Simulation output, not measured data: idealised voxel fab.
process module | voxel transistor to metal
cross-section cut | 195 nm wide | cells 5 nm
A cross-section is a grid of square cells, given in bands from the top down. A band is one or more rows of cells.
Each band's line starts with the height of the band's top and of its bottom, in nm. Then come its materials from left to right, each with its width in nm. One material with "throughout" fills the band from edge to edge. "air" is empty space.
Height 0 is the level under which the wafer as received is all one material. The lowest band goes on downwards, as in "0 down".
A width such as "30 to 40" changes by the same amount from each row of cells to the next, from the band's top row to its bottom row.
"no change" after a step means that no cell of the cross-section changed.
closed voids: empty space of 8 cells or more with no open way to the top, each as width x height at its distance from the left edge, in nm
after a step's settings: what the simulator itself notes on the step
overlay nm, on a step with a mask: how far to the right of its planned place the mask lay; to the left if negative
Each pair below shows a cross-section before one step and the cross-section after it, down to the lowest band that changed. The line under each pair gives the step between them, with its settings. The pairs can come from different runs of this module on the same starting wafer, so a pair continues from the pair above only where its "before" says so.
before
  35 to 30: air 80 | SiN 35 | air 80
  30 to 20: air 80 | SiN 5 | SiO2 5 | SiCN 15 | SiO2 5 | SiN 5 | air 80
  20 to 10: air 80 | SiN 5 | SiO2 5 | polySi 15 | SiO2 5 | SiN 5 | air 80
  10 to 5: SiN 50 | air 30 | SiN 5 | SiO2 5 | polySi 15 | SiO2 5 | SiN 5 | air 30 | SiN 50
  5 to 0: SiO2 45 | SiN 5 | air 30 | SiN 5 | SiO2 5 | polySi 15 | SiO2 5 | SiN 5 | air 30 | SiN 5 | SiO2 45
  0 to -5: SiO2 45 | SiN 40 | SiO2 5 | polySi 15 | SiO2 5 | SiN 40 | SiO2 45
  -5 to -10: SiO2 throughout
  -10 to -55: SiO2 45 | Si 105 | SiO2 45
  -55 down: Si throughout
  closed voids: none
after
  30 to 20: air 80 | SiN 5 | SiO2 5 | SiCN 15 | SiO2 5 | SiN 5 | air 80
  20 to 5: air 80 | SiN 5 | SiO2 5 | polySi 15 | SiO2 5 | SiN 5 | air 80
  5 to -5: SiO2 45 | SiN 5 | air 30 | SiN 5 | SiO2 5 | polySi 15 | SiO2 5 | SiN 5 | air 30 | SiN 5 | SiO2 45
  below -5: unchanged
  closed voids: none
the step between: op DIRECTIONAL_ETCH | etch materials SiN | depth nm 5
before: the cross-section after the pair above
after
  30 to 25: air 80 | SiN 5 | air 5 | SiCN 15 | air 5 | SiN 5 | air 80
  25 to 20: air 80 | SiN 5 | SiO2 5 | SiCN 15 | SiO2 5 | SiN 5 | air 80
  20 to 5: air 80 | SiN 5 | SiO2 5 | polySi 15 | SiO2 5 | SiN 5 | air 80
  5 to 0: air 45 | SiN 5 | air 30 | SiN 5 | SiO2 5 | polySi 15 | SiO2 5 | SiN 5 | air 30 | SiN 5 | air 45
  0 to -5: SiO2 45 | SiN 5 | air 30 | SiN 5 | SiO2 5 | polySi 15 | SiO2 5 | SiN 5 | air 30 | SiN 5 | SiO2 45
  -5 to -10: SiO2 50 | air 30 | SiO2 35 | air 30 | SiO2 50
  below -10: unchanged
  closed voids: none
the step between: op DIRECTIONAL_ETCH | etch materials SiO2 | depth nm 5
before: the cross-section after the pair above
after
  30 to 25: air 80 | SiN 5 | air 5 | SiCN 15 | air 5 | SiN 5 | air 80
  25 to 20: air 80 | SiN 5 | SiO2 5 | SiCN 15 | SiO2 5 | SiN 5 | air 80
  20 to 5: air 80 | SiN 5 | SiO2 5 | polySi 15 | SiO2 5 | SiN 5 | air 80
  5 to 0: air 45 | SiN 5 | air 30 | SiN 5 | SiO2 5 | polySi 15 | SiO2 5 | SiN 5 | air 30 | SiN 5 | air 45
  0 to -5: SiO2 45 | SiN 5 | air 30 | SiN 5 | SiO2 5 | polySi 15 | SiO2 5 | SiN 5 | air 30 | SiN 5 | SiO2 45
  -5 to -10: SiO2 50 | air 30 | SiO2 35 | air 30 | SiO2 50
  -10 to -15: SiO2 45 | Si 5 | air 30 | Si 35 | air 30 | Si 5 | SiO2 45
  below -15: unchanged
  closed voids: none
the step between: op DIRECTIONAL_ETCH | etch materials Si | depth nm 5
before: the cross-section after the pair above
after
  30 to 25: air 80 | SiN 5 | air 5 | SiCN 15 | air 5 | SiN 5 | air 80
  25 to 20: air 80 | SiN 5 | SiO2 5 | SiCN 15 | SiO2 5 | SiN 5 | air 80
  20 to 5: air 80 | SiN 5 | SiO2 5 | polySi 15 | SiO2 5 | SiN 5 | air 80
  5 to 0: air 45 | SiN 5 | air 30 | SiN 5 | SiO2 5 | polySi 15 | SiO2 5 | SiN 5 | air 30 | SiN 5 | air 45
  0 to -5: SiO2 45 | SiN 5 | SiGe 10 | air 10 | SiGe 10 | SiN 5 | SiO2 5 | polySi 15 | SiO2 5 | SiN 5 | SiGe 10 | air 10 | SiGe 10 | SiN 5 | SiO2 45
  -5 to -10: SiO2 50 | SiGe 30 | SiO2 35 | SiGe 30 | SiO2 50
  -10 to -15: SiO2 45 | Si 5 | SiGe 30 | Si 35 | SiGe 30 | Si 5 | SiO2 45
  below -15: unchanged
  closed voids: none
the step between: op EPI | material SiGe | thk nm 10
before: the cross-section after the pair above
after
  35 to 30: SiO2 throughout
  30 to 20: SiO2 80 | SiN 5 | SiO2 5 | SiCN 15 | SiO2 5 | SiN 5 | SiO2 80
  20 to 5: SiO2 80 | SiN 5 | SiO2 5 | polySi 15 | SiO2 5 | SiN 5 | SiO2 80
  5 to 0: SiO2 45 | SiN 5 | SiO2 30 | SiN 5 | SiO2 5 | polySi 15 | SiO2 5 | SiN 5 | SiO2 30 | SiN 5 | SiO2 45
  0 to -5: SiO2 45 | SiN 5 | SiGe 10 | SiO2 10 | SiGe 10 | SiN 5 | SiO2 5 | polySi 15 | SiO2 5 | SiN 5 | SiGe 10 | SiO2 10 | SiGe 10 | SiN 5 | SiO2 45
  below -5: unchanged
  closed voids: none
the step between: op FILL_DEP | material SiO2 | thk nm 5
before: the cross-section after the pair above
after
  30 to 20: SiO2 80 | SiN 5 | SiO2 5 | SiCN 15 | SiO2 5 | SiN 5 | SiO2 80
  below 20: unchanged
  closed voids: none
the step between: op CMP | height nm 30
before: the cross-section after the pair above
after
  40 to 30: SiO2 throughout
  below 30: unchanged
  closed voids: none
the step between: op DIRECTIONAL_DEP | material SiO2 | thk nm 10
before: the cross-section after the pair above
after
  55 to 40: aC throughout
  below 40: unchanged
  closed voids: none
the step between: op DIRECTIONAL_DEP | material aC | thk nm 15
before: the cross-section after the pair above
after
  90 to 55: resist 50 | air 35 | resist 25 | air 35 | resist 50
  below 55: unchanged
  closed voids: none
the step between: op PATTERN | tone open | mask id CONTACT | material resist | width nm 35 | pitch nm 60 | thk nm 35 | overlay nm 0
before: the cross-section after the pair above
after
  75 to 55: resist 50 | air 35 | resist 25 | air 35 | resist 50
  55 to 40: aC 50 | air 35 | aC 25 | air 35 | aC 50
  below 40: unchanged
  closed voids: none
the step between: op DIRECTIONAL_ETCH | etch materials aC | depth nm 15
before: the cross-section after the pair above
after
  55 to 40: aC 50 | air 35 | aC 25 | air 35 | aC 50
  below 40: unchanged
  closed voids: none
the step between: op STRIP | etch materials resist
before: the cross-section after the pair above
after
  55 to 40: aC 50 | air 35 | aC 25 | air 35 | aC 50
  40 to 30: SiO2 50 | air 35 | SiO2 25 | air 35 | SiO2 50
  30 to 20: SiO2 50 | air 30 | SiN 5 | SiO2 5 | SiCN 15 | SiO2 5 | SiN 5 | air 30 | SiO2 50
  20 to 5: SiO2 50 | air 30 | SiN 5 | SiO2 5 | polySi 15 | SiO2 5 | SiN 5 | air 30 | SiO2 50
  5 to 0: SiO2 45 | SiN 5 | air 30 | SiN 5 | SiO2 5 | polySi 15 | SiO2 5 | SiN 5 | air 30 | SiN 5 | SiO2 45
  0 to -5: SiO2 45 | SiN 5 | SiGe 10 | air 10 | SiGe 10 | SiN 5 | SiO2 5 | polySi 15 | SiO2 5 | SiN 5 | SiGe 10 | air 10 | SiGe 10 | SiN 5 | SiO2 45
  below -5: unchanged
  closed voids: none
the step between: op DIRECTIONAL_ETCH | etch materials SiO2 | depth nm 45
before: the cross-section after the pair above
after
  40 to 30: SiO2 50 | air 35 | SiO2 25 | air 35 | SiO2 50
  below 30: unchanged
  closed voids: none
the step between: op STRIP | etch materials aC
before: the cross-section after the pair above
after
  45 to 40: TiN 55 | air 25 | TiN 35 | air 25 | TiN 55
  40 to 30: SiO2 50 | TiN 5 | air 25 to 20 | TiN 5 to 10 | SiO2 25 | TiN 5 to 10 | air 25 to 20 | TiN 5 | SiO2 50
  30 to 20: SiO2 50 | TiN 5 | air 20 | TiN 5 | SiN 5 | SiO2 5 | SiCN 15 | SiO2 5 | SiN 5 | TiN 5 | air 20 | TiN 5 | SiO2 50
  20 to 5: SiO2 50 | TiN 5 | air 20 | TiN 5 | SiN 5 | SiO2 5 | polySi 15 | SiO2 5 | SiN 5 | TiN 5 | air 20 | TiN 5 | SiO2 50
  5 to 0: SiO2 45 | SiN 5 | TiN 30 | SiN 5 | SiO2 5 | polySi 15 | SiO2 5 | SiN 5 | TiN 30 | SiN 5 | SiO2 45
  0 to -5: SiO2 45 | SiN 5 | SiGe 10 | TiN 10 | SiGe 10 | SiN 5 | SiO2 5 | polySi 15 | SiO2 5 | SiN 5 | SiGe 10 | TiN 10 | SiGe 10 | SiN 5 | SiO2 45
  below -5: unchanged
  closed voids: none
the step between: op CONFORMAL_DEP | material TiN | thk nm 5
before: the cross-section after the pair above
after
  55 to 45: Ru throughout
  45 to 40: TiN 55 | Ru 25 | TiN 35 | Ru 25 | TiN 55
  40 to 30: SiO2 50 | TiN 5 | Ru 25 to 20 | TiN 5 to 10 | SiO2 25 | TiN 5 to 10 | Ru 25 to 20 | TiN 5 | SiO2 50
  30 to 20: SiO2 50 | TiN 5 | Ru 20 | TiN 5 | SiN 5 | SiO2 5 | SiCN 15 | SiO2 5 | SiN 5 | TiN 5 | Ru 20 | TiN 5 | SiO2 50
  20 to 5: SiO2 50 | TiN 5 | Ru 20 | TiN 5 | SiN 5 | SiO2 5 | polySi 15 | SiO2 5 | SiN 5 | TiN 5 | Ru 20 | TiN 5 | SiO2 50
  below 5: unchanged
  closed voids: none
the step between: op FILL_DEP | material Ru | thk nm 10
before: the cross-section after the pair above
after
  40 to 30: SiO2 50 | TiN 5 | Ru 25 to 20 | TiN 5 to 10 | SiO2 25 | TiN 5 to 10 | Ru 25 to 20 | TiN 5 | SiO2 50
  below 30: unchanged
  closed voids: none
the step between: op CMP | height nm 40
before: the cross-section after the pair above
after
  45 to 40: SiN throughout
  below 40: unchanged
  closed voids: none
the step between: op CONFORMAL_DEP | material SiN | thk nm 5
before: the cross-section after the pair above
after
  70 to 45: lowk throughout
  below 45: unchanged
  closed voids: none
the step between: op DIRECTIONAL_DEP | material lowk | thk nm 25
before: the cross-section after the pair above
after
  70 to 45: lowk 50 | air 20 | lowk 55 | air 20 | lowk 50
  below 45: unchanged
  closed voids: none
the step between: op MASKED_ETCH | tone open | mask id METAL_1 | width nm 20 | pitch nm 75 | etch materials lowk | depth nm 25 | overlay nm 0
before: the cross-section after the pair above
after
  70 to 45: lowk 50 | air 20 | lowk 55 | air 20 | lowk 50
  45 to 40: SiN 50 | air 20 | SiN 55 | air 20 | SiN 50
  below 40: unchanged
  closed voids: none
the step between: op MASKED_ETCH | tone open | mask id METAL_1 | width nm 20 | pitch nm 75 | etch materials SiN | depth nm 5 | overlay nm 0
before: the cross-section after the pair above
after
  75 to 70: TiN 55 | air 10 | TiN 65 | air 10 | TiN 55
  70 to 45: lowk 50 | TiN 5 | air 10 | TiN 5 | lowk 55 | TiN 5 | air 10 | TiN 5 | lowk 50
  45 to 40: SiN 50 | TiN 20 | SiN 55 | TiN 20 | SiN 50
  below 40: unchanged
  closed voids: none
the step between: op CONFORMAL_DEP | material TiN | thk nm 5
before: the cross-section after the pair above
after
  85 to 75: W throughout
  75 to 70: TiN 55 | W 10 | TiN 65 | W 10 | TiN 55
  70 to 45: lowk 50 | TiN 5 | W 10 | TiN 5 | lowk 55 | TiN 5 | W 10 | TiN 5 | lowk 50
  below 45: unchanged
  closed voids: none
the step between: op FILL_DEP | material W | thk nm 10
before: the cross-section after the pair above
after
  70 to 45: lowk 50 | TiN 5 | W 10 | TiN 5 | lowk 55 | TiN 5 | W 10 | TiN 5 | lowk 50
  below 45: unchanged
  closed voids: none
the step between: op CMP | height nm 70
before: the cross-section after the pair above
after
  75 to 70: SiCN throughout
  below 70: unchanged
  closed voids: none
the step between: op CONFORMAL_DEP | material SiCN | thk nm 5
before
  15 to 10: air 45 | SiN 105 | air 45
  10 to 0: SiO2 45 | SiN 105 | SiO2 45
  0 to -5: SiO2 throughout
  -5 to -30: SiO2 45 | Si 105 | SiO2 45
  -30 down: Si throughout
  closed voids: none
after
  15 to 5: air 45 | SiN 105 | air 45
  below 5: unchanged
  closed voids: none
the step between: op SELECTIVE_ETCH | etch materials SiO2 | depth nm 5
before: the cross-section after the pair above
after
  5 to 0: SiO2 45 | air 105 | SiO2 45
  below 0: unchanged
  closed voids: none
the step between: op STRIP | etch materials SiN
before: the cross-section after the pair above
after
  30 to 25: polySi 45 | air 105 | polySi 45
  25 to 5: polySi throughout
  5 to 0: SiO2 45 | polySi 105 | SiO2 45
  below 0: unchanged
  closed voids: none
the step between: op DIRECTIONAL_DEP | material polySi | thk nm 25
before: the cross-section after the pair above
after
  40 to 35: SiCN 45 | air 105 | SiCN 45
  35 to 30: SiCN throughout
  30 to 25: polySi 45 | SiCN 105 | polySi 45
  below 25: unchanged
  closed voids: none
the step between: op DIRECTIONAL_DEP | material SiCN | thk nm 10
before: the cross-section after the pair above
after
  35 to 30: air 90 | SiCN 15 | air 90
  30 to 25: polySi 45 | air 45 | SiCN 15 | air 45 | polySi 45
  below 25: unchanged
  closed voids: none
the step between: op MASKED_ETCH | tone cover | mask id GATE | width nm 15 | etch materials SiCN | depth nm 20 | overlay nm 0
before: the cross-section after the pair above
after
  35 to 25: air 90 | SiCN 15 | air 90
  25 to 5: air 90 | polySi 15 | air 90
  5 to 0: SiO2 45 | air 45 | polySi 15 | air 45 | SiO2 45
  below 0: unchanged
  closed voids: none
the step between: op MASKED_ETCH | tone cover | mask id GATE | width nm 15 | etch materials polySi | depth nm 35 | overlay nm 0
before: the cross-section after the pair above
after
  40 to 35: air 85 | SiO2 25 | air 85
  35 to 25: air 85 | SiO2 5 | SiCN 15 | SiO2 5 | air 85
  25 to 10: air 85 | SiO2 5 | polySi 15 | SiO2 5 | air 85
  10 to 5: SiO2 50 | air 35 | SiO2 5 | polySi 15 | SiO2 5 | air 35 | SiO2 50
  5 to 0: SiO2 90 | polySi 15 | SiO2 90
  below 0: unchanged
  closed voids: none
the step between: op CONFORMAL_DEP | material SiO2 | thk nm 5
before: the cross-section after the pair above
after
  35 to 25: air 85 | SiO2 5 | SiCN 15 | SiO2 5 | air 85
  25 to 5: air 85 | SiO2 5 | polySi 15 | SiO2 5 | air 85
  5 to 0: SiO2 50 | air 35 | SiO2 5 | polySi 15 | SiO2 5 | air 35 | SiO2 50
  below 0: unchanged
  closed voids: none
the step between: op DIRECTIONAL_ETCH | etch materials SiO2 | depth nm 5
before: the cross-section after the pair above
after
  40 to 35: air 80 | SiN 35 | air 80
  35 to 25: air 80 | SiN 5 | SiO2 5 | SiCN 15 | SiO2 5 | SiN 5 | air 80
  25 to 10: air 80 | SiN 5 | SiO2 5 | polySi 15 | SiO2 5 | SiN 5 | air 80
  10 to 5: SiN 55 | air 25 | SiN 5 | SiO2 5 | polySi 15 | SiO2 5 | SiN 5 | air 25 | SiN 55
  5 to 0: SiO2 50 | SiN 35 | SiO2 5 | polySi 15 | SiO2 5 | SiN 35 | SiO2 50
  below 0: unchanged
  closed voids: none
the step between: op CONFORMAL_DEP | material SiN | thk nm 5
before: the cross-section after the pair above
after
  35 to 25: air 80 | SiN 5 | SiO2 5 | SiCN 15 | SiO2 5 | SiN 5 | air 80
  25 to 5: air 80 | SiN 5 | SiO2 5 | polySi 15 | SiO2 5 | SiN 5 | air 80
  5 to 0: SiO2 50 | SiN 5 | air 25 | SiN 5 | SiO2 5 | polySi 15 | SiO2 5 | SiN 5 | air 25 | SiN 5 | SiO2 50
  below 0: unchanged
  closed voids: none
the step between: op DIRECTIONAL_ETCH | etch materials SiN | depth nm 5
before: the cross-section after the pair above
after
  35 to 30: air 80 | SiN 5 | air 5 | SiCN 15 | air 5 | SiN 5 | air 80
  30 to 25: air 80 | SiN 5 | SiO2 5 | SiCN 15 | SiO2 5 | SiN 5 | air 80
  25 to 5: air 80 | SiN 5 | SiO2 5 | polySi 15 | SiO2 5 | SiN 5 | air 80
  5 to 0: air 50 | SiN 5 | air 25 | SiN 5 | SiO2 5 | polySi 15 | SiO2 5 | SiN 5 | air 25 | SiN 5 | air 50
  0 to -5: SiO2 55 | air 25 | SiO2 35 | air 25 | SiO2 55
  below -5: unchanged
  closed voids: none
the step between: op DIRECTIONAL_ETCH | etch materials SiO2 | depth nm 5
before: the cross-section after the pair above
after
  35 to 30: air 80 | SiN 5 | air 5 | SiCN 15 | air 5 | SiN 5 | air 80
  30 to 25: air 80 | SiN 5 | SiO2 5 | SiCN 15 | SiO2 5 | SiN 5 | air 80
  25 to 5: air 80 | SiN 5 | SiO2 5 | polySi 15 | SiO2 5 | SiN 5 | air 80
  5 to 0: air 50 | SiN 5 | air 25 | SiN 5 | SiO2 5 | polySi 15 | SiO2 5 | SiN 5 | air 25 | SiN 5 | air 50
  0 to -5: SiO2 55 | air 25 | SiO2 35 | air 25 | SiO2 55
  -5 to -10: SiO2 45 | Si 10 | air 25 | Si 35 | air 25 | Si 10 | SiO2 45
  below -10: unchanged
  closed voids: none
the step between: op DIRECTIONAL_ETCH | etch materials Si | depth nm 5
before: the cross-section after the pair above
after
  35 to 30: air 80 | SiN 5 | air 5 | SiCN 15 | air 5 | SiN 5 | air 80
  30 to 25: air 80 | SiN 5 | SiO2 5 | SiCN 15 | SiO2 5 | SiN 5 | air 80
  25 to 5: air 80 | SiN 5 | SiO2 5 | polySi 15 | SiO2 5 | SiN 5 | air 80
  5 to 0: air 50 | SiN 5 | SiGe 10 | air 5 | SiGe 10 | SiN 5 | SiO2 5 | polySi 15 | SiO2 5 | SiN 5 | SiGe 10 | air 5 | SiGe 10 | SiN 5 | air 50
  0 to -5: SiO2 55 | SiGe 25 | SiO2 35 | SiGe 25 | SiO2 55
  -5 to -10: SiO2 45 | Si 10 | SiGe 25 | Si 35 | SiGe 25 | Si 10 | SiO2 45
  below -10: unchanged
  closed voids: none
the step between: op EPI | material SiGe | thk nm 10
before: the cross-section after the pair above
after
  40 to 35: SiO2 throughout
  35 to 25: SiO2 80 | SiN 5 | SiO2 5 | SiCN 15 | SiO2 5 | SiN 5 | SiO2 80
  25 to 5: SiO2 80 | SiN 5 | SiO2 5 | polySi 15 | SiO2 5 | SiN 5 | SiO2 80
  5 to 0: SiO2 50 | SiN 5 | SiGe 10 | SiO2 5 | SiGe 10 | SiN 5 | SiO2 5 | polySi 15 | SiO2 5 | SiN 5 | SiGe 10 | SiO2 5 | SiGe 10 | SiN 5 | SiO2 50
  below 0: unchanged
  closed voids: none
the step between: op FILL_DEP | material SiO2 | thk nm 5
before: the cross-section after the pair above
after
  30 to 25: SiO2 80 | SiN 5 | SiO2 5 | SiCN 15 | SiO2 5 | SiN 5 | SiO2 80
  below 25: unchanged
  closed voids: none
the step between: op CMP | height nm 30
before: the cross-section after the pair above
after
  40 to 30: SiO2 throughout
  below 30: unchanged
  closed voids: none
the step between: op DIRECTIONAL_DEP | material SiO2 | thk nm 10
before: the cross-section after the pair above
after
  55 to 40: aC throughout
  below 40: unchanged
  closed voids: none
the step between: op DIRECTIONAL_DEP | material aC | thk nm 15
before: the cross-section after the pair above
after
  90 to 55: resist 50 | air 35 | resist 25 | air 35 | resist 50
  below 55: unchanged
  closed voids: none
the step between: op PATTERN | tone open | mask id CONTACT | material resist | width nm 35 | pitch nm 60 | thk nm 35 | overlay nm 0
before: the cross-section after the pair above
after
  75 to 55: resist 50 | air 35 | resist 25 | air 35 | resist 50
  55 to 40: aC 50 | air 35 | aC 25 | air 35 | aC 50
  below 40: unchanged
  closed voids: none
the step between: op DIRECTIONAL_ETCH | etch materials aC | depth nm 15
before: the cross-section after the pair above
after
  55 to 40: aC 50 | air 35 | aC 25 | air 35 | aC 50
  below 40: unchanged
  closed voids: none
the step between: op STRIP | etch materials resist
before: the cross-section after the pair above
after
  55 to 40: aC 50 | air 35 | aC 25 | air 35 | aC 50
  40 to 30: SiO2 50 | air 35 | SiO2 25 | air 35 | SiO2 50
  30 to 25: SiO2 50 | air 30 | SiN 5 | SiO2 5 | SiCN 15 | SiO2 5 | SiN 5 | air 30 | SiO2 50
  25 to 5: SiO2 50 | air 30 | SiN 5 | SiO2 5 | polySi 15 | SiO2 5 | SiN 5 | air 30 | SiO2 50
  5 to 0: SiO2 50 | SiN 5 | SiGe 10 | air 5 | SiGe 10 | SiN 5 | SiO2 5 | polySi 15 | SiO2 5 | SiN 5 | SiGe 10 | air 5 | SiGe 10 | SiN 5 | SiO2 50
  below 0: unchanged
  closed voids: none
the step between: op DIRECTIONAL_ETCH | etch materials SiO2 | depth nm 45
before: the cross-section after the pair above
after
  40 to 30: SiO2 50 | air 35 | SiO2 25 | air 35 | SiO2 50
  below 30: unchanged
  closed voids: none
the step between: op STRIP | etch materials aC
before: the cross-section after the pair above
after
  45 to 40: TiN 55 | air 25 | TiN 35 | air 25 | TiN 55
  40 to 30: SiO2 50 | TiN 5 | air 25 to 20 | TiN 5 to 10 | SiO2 25 | TiN 5 to 10 | air 25 to 20 | TiN 5 | SiO2 50
  30 to 25: SiO2 50 | TiN 5 | air 20 | TiN 5 | SiN 5 | SiO2 5 | SiCN 15 | SiO2 5 | SiN 5 | TiN 5 | air 20 | TiN 5 | SiO2 50
  25 to 10: SiO2 50 | TiN 5 | air 20 | TiN 5 | SiN 5 | SiO2 5 | polySi 15 | SiO2 5 | SiN 5 | TiN 5 | air 20 | TiN 5 | SiO2 50
  10 to 5: SiO2 50 | TiN 30 | SiN 5 | SiO2 5 | polySi 15 | SiO2 5 | SiN 5 | TiN 30 | SiO2 50
  5 to 0: SiO2 50 | SiN 5 | SiGe 10 | TiN 5 | SiGe 10 | SiN 5 | SiO2 5 | polySi 15 | SiO2 5 | SiN 5 | SiGe 10 | TiN 5 | SiGe 10 | SiN 5 | SiO2 50
  below 0: unchanged
  closed voids: none
the step between: op CONFORMAL_DEP | material TiN | thk nm 5
before: the cross-section after the pair above
after
  55 to 45: Ru throughout
  45 to 40: TiN 55 | Ru 25 | TiN 35 | Ru 25 | TiN 55
  40 to 30: SiO2 50 | TiN 5 | Ru 25 to 20 | TiN 5 to 10 | SiO2 25 | TiN 5 to 10 | Ru 25 to 20 | TiN 5 | SiO2 50
  30 to 25: SiO2 50 | TiN 5 | Ru 20 | TiN 5 | SiN 5 | SiO2 5 | SiCN 15 | SiO2 5 | SiN 5 | TiN 5 | Ru 20 | TiN 5 | SiO2 50
  25 to 10: SiO2 50 | TiN 5 | Ru 20 | TiN 5 | SiN 5 | SiO2 5 | polySi 15 | SiO2 5 | SiN 5 | TiN 5 | Ru 20 | TiN 5 | SiO2 50
  below 10: unchanged
  closed voids: none
the step between: op FILL_DEP | material Ru | thk nm 10
before: the cross-section after the pair above
after
  40 to 30: SiO2 50 | TiN 5 | Ru 25 to 20 | TiN 5 to 10 | SiO2 25 | TiN 5 to 10 | Ru 25 to 20 | TiN 5 | SiO2 50
  below 30: unchanged
  closed voids: none
the step between: op CMP | height nm 40
before: the cross-section after the pair above
after
  45 to 40: SiN throughout
  below 40: unchanged
  closed voids: none
the step between: op CONFORMAL_DEP | material SiN | thk nm 5
before: the cross-section after the pair above
after
  70 to 45: lowk throughout
  below 45: unchanged
  closed voids: none
the step between: op DIRECTIONAL_DEP | material lowk | thk nm 25
before: the cross-section after the pair above
after
  70 to 45: lowk 50 | air 20 | lowk 55 | air 20 | lowk 50
  below 45: unchanged
  closed voids: none
the step between: op MASKED_ETCH | tone open | mask id METAL_1 | width nm 20 | pitch nm 75 | etch materials lowk | depth nm 25 | overlay nm 0
before: the cross-section after the pair above
after
  70 to 45: lowk 50 | air 20 | lowk 55 | air 20 | lowk 50
  45 to 40: SiN 50 | air 20 | SiN 55 | air 20 | SiN 50
  below 40: unchanged
  closed voids: none
the step between: op MASKED_ETCH | tone open | mask id METAL_1 | width nm 20 | pitch nm 75 | etch materials SiN | depth nm 5 | overlay nm 0
before: the cross-section after the pair above
after
  75 to 70: TiN 55 | air 10 | TiN 65 | air 10 | TiN 55
  70 to 45: lowk 50 | TiN 5 | air 10 | TiN 5 | lowk 55 | TiN 5 | air 10 | TiN 5 | lowk 50
  45 to 40: SiN 50 | TiN 20 | SiN 55 | TiN 20 | SiN 50
  below 40: unchanged
  closed voids: none
the step between: op CONFORMAL_DEP | material TiN | thk nm 5
before: the cross-section after the pair above
after
  85 to 75: W throughout
  75 to 70: TiN 55 | W 10 | TiN 65 | W 10 | TiN 55
  70 to 45: lowk 50 | TiN 5 | W 10 | TiN 5 | lowk 55 | TiN 5 | W 10 | TiN 5 | lowk 50
  below 45: unchanged
  closed voids: none
the step between: op FILL_DEP | material W | thk nm 10
before: the cross-section after the pair above
after
  70 to 45: lowk 50 | TiN 5 | W 10 | TiN 5 | lowk 55 | TiN 5 | W 10 | TiN 5 | lowk 50
  below 45: unchanged
  closed voids: none
the step between: op CMP | height nm 70
before: the cross-section after the pair above
after
  75 to 70: SiCN throughout
  below 70: unchanged
  closed voids: none
the step between: op CONFORMAL_DEP | material SiCN | thk nm 5
before
  55 to 45: Ru throughout
  45 to 40: TiN 55 | Ru 25 | TiN 35 | Ru 25 | TiN 55
  40 to 30: SiO2 50 | TiN 5 | Ru 25 to 20 | TiN 5 to 10 | SiO2 25 | TiN 5 to 10 | Ru 25 to 20 | TiN 5 | SiO2 50
  30 to 20: SiO2 50 | TiN 5 | Ru 20 | TiN 5 | SiN 5 | SiO2 5 | SiCN 15 | SiO2 5 | SiN 5 | TiN 5 | Ru 20 | TiN 5 | SiO2 50
  20 to 5: SiO2 50 | TiN 5 | Ru 20 | TiN 5 | SiN 5 | SiO2 5 | polySi 15 | SiO2 5 | SiN 5 | TiN 5 | Ru 20 | TiN 5 | SiO2 50
  5 to 0: SiO2 45 | SiN 5 | TiN 30 | SiN 5 | SiO2 5 | polySi 15 | SiO2 5 | SiN 5 | TiN 30 | SiN 5 | SiO2 45
  0 to -5: SiO2 45 | SiN 5 | SiGe 10 | TiN 10 | SiGe 10 | SiN 5 | SiO2 5 | polySi 15 | SiO2 5 | SiN 5 | SiGe 10 | TiN 10 | SiGe 10 | SiN 5 | SiO2 45
  -5 to -10: SiO2 50 | SiGe 30 | SiO2 35 | SiGe 30 | SiO2 50
  -10 to -15: SiO2 45 | Si 5 | SiGe 30 | Si 35 | SiGe 30 | Si 5 | SiO2 45
  -15 to -30: SiO2 45 | Si 105 | SiO2 45
  -30 down: Si throughout
  closed voids: none
after
  50 to 45: Ru throughout
  below 45: unchanged
  closed voids: none
the step between: op CMP | height nm 50
before: the cross-section after the pair above
after
  55 to 50: SiN throughout
  below 50: unchanged
  closed voids: none
the step between: op CONFORMAL_DEP | material SiN | thk nm 5
before: the cross-section after the pair above
after
  80 to 55: lowk throughout
  below 55: unchanged
  closed voids: none
the step between: op DIRECTIONAL_DEP | material lowk | thk nm 25
before: the cross-section after the pair above
after
  80 to 55: lowk 50 | air 20 | lowk 55 | air 20 | lowk 50
  below 55: unchanged
  closed voids: none
the step between: op MASKED_ETCH | tone open | mask id METAL_1 | width nm 20 | pitch nm 75 | etch materials lowk | depth nm 25 | overlay nm 0
before: the cross-section after the pair above
after
  80 to 55: lowk 50 | air 20 | lowk 55 | air 20 | lowk 50
  55 to 50: SiN 50 | air 20 | SiN 55 | air 20 | SiN 50
  below 50: unchanged
  closed voids: none
the step between: op MASKED_ETCH | tone open | mask id METAL_1 | width nm 20 | pitch nm 75 | etch materials SiN | depth nm 5 | overlay nm 0
before: the cross-section after the pair above
after
  85 to 80: TiN 55 | air 10 | TiN 65 | air 10 | TiN 55
  80 to 55: lowk 50 | TiN 5 | air 10 | TiN 5 | lowk 55 | TiN 5 | air 10 | TiN 5 | lowk 50
  55 to 50: SiN 50 | TiN 20 | SiN 55 | TiN 20 | SiN 50
  below 50: unchanged
  closed voids: none
the step between: op CONFORMAL_DEP | material TiN | thk nm 5
before: the cross-section after the pair above
after
  95 to 85: W throughout
  85 to 80: TiN 55 | W 10 | TiN 65 | W 10 | TiN 55
  80 to 55: lowk 50 | TiN 5 | W 10 | TiN 5 | lowk 55 | TiN 5 | W 10 | TiN 5 | lowk 50
  below 55: unchanged
  closed voids: none
the step between: op FILL_DEP | material W | thk nm 10
before: the cross-section after the pair above
after
  70 to 55: lowk 50 | TiN 5 | W 10 | TiN 5 | lowk 55 | TiN 5 | W 10 | TiN 5 | lowk 50
  below 55: unchanged
  closed voids: none
the step between: op CMP | height nm 70
before: the cross-section after the pair above
after
  75 to 70: SiCN throughout
  below 70: unchanged
  closed voids: none
the step between: op CONFORMAL_DEP | material SiCN | thk nm 5
before
  15 to 0: SiN throughout
  0 to -5: SiO2 throughout
  -5 down: Si throughout
  closed voids: none
after
  15 to 0: air 50 | SiN 95 | air 50
  below 0: unchanged
  closed voids: none
the step between: op MASKED_ETCH | tone cover | mask id ACTIVE | width nm 95 | etch materials SiN | depth nm 15 | overlay nm 0
before: the cross-section after the pair above
after
  15 to 0: air 50 | SiN 95 | air 50
  0 to -5: air 45 | SiO2 105 | air 45
  below -5: unchanged
  closed voids: none
the step between: op MASKED_ETCH | tone cover | mask id ACTIVE | width nm 105 | etch materials SiO2 | depth nm 5 | overlay nm 0
before: the cross-section after the pair above
after
  15 to 0: air 50 | SiN 95 | air 50
  0 to -5: air 45 | SiO2 105 | air 45
  -5 to -30: air 45 | Si 105 | air 45
  below -30: unchanged
  closed voids: none
the step between: op MASKED_ETCH | tone cover | mask id ACTIVE | width nm 105 | etch materials Si | depth nm 25 | overlay nm 0
before: the cross-section after the pair above
after
  30 to 15: SiO2 throughout
  15 to 0: SiO2 50 | SiN 95 | SiO2 50
  0 to -5: SiO2 throughout
  -5 to -30: SiO2 45 | Si 105 | SiO2 45
  below -30: unchanged
  closed voids: none
the step between: op FILL_DEP | material SiO2 | thk nm 15
